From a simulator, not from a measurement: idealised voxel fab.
Documented hereafter: the process module known as voxel lift off.
Each square cell in cross-section cut measures 5 nm, and the section as a whole is 220 nm wide.
The cross-sections in this document take the form of a grid made of square cells. They are written out as bands, in order from top to bottom. Each band consists of one or more rows of cells.
Quick guide to a band line: top height, bottom height (nm) up front; then every material left to right with its width in nm. Only one material and it's marked "all across"? Then it fills the band edge to edge. And "blank" just means empty space.
Heights are reckoned from 0. Under this level, the received wafer is all of one material. The bottommost band is open-ended downward, for example "0 nm and below".
You'd read "30->40" like this: the band's top row of cells is as wide as the first number, its bottom row is as wide as the second, and going down, every row changes width by the same amount as the row before did.
"changes: none" -> step changed no cross-section cell.
"Fully enclosed voids": sealed empty spaces, 8 cells or more, no open way to top, listed width x height at distance, with distance from the left edge and width, height and distance in nm.
Whatever follows a step's settings on its line is a remark the simulator itself makes about that step.
"overlay nm", when on a step's line for a step with a mask, measures how far to the right of its planned place the mask lay; a negative measure means to the left.
Process steps foreseen in the plan
| 1 | RECEIVE, material Si |
| 2 | CONFORMAL_DEP, material SiO2, thk nm 10 |
| 3 | PATTERN, tone open, mask id LINES, material resist, width nm 30, pitch nm 50, thk nm 25, overlay nm 0 |
| 4 | DIRECTIONAL_DEP, material Ru, thk nm 15 |
| 5 | STRIP, etch materials resist |
| 6 | CONFORMAL_DEP, material SiO2, thk nm 5 |
As-received state of the wafer in cross-section, equivalent to post-step 1
* 0 nm and below  Si all across
* Fully enclosed voids: none
Cross-section at module end, one run error; start and plan unchanged from above
* 20 nm to 15 nm  blank 65 | SiO2 40 | blank 10 | SiO2 40 | blank 65
* 15 nm to 5 nm  blank 65 | SiO2 5 | Ru 30 | SiO2 5 | blank 10 | SiO2 5 | Ru 30 | SiO2 5 | blank 65
* 5 nm to 0 nm  SiO2 70 | Ru 30 | SiO2 20 | Ru 30 | SiO2 70
* 0 nm and below  Si all across
* Fully enclosed voids: none
Heads up, the wafer didn't run the way we planned it: step 2 in the plan did not get run; it was skipped
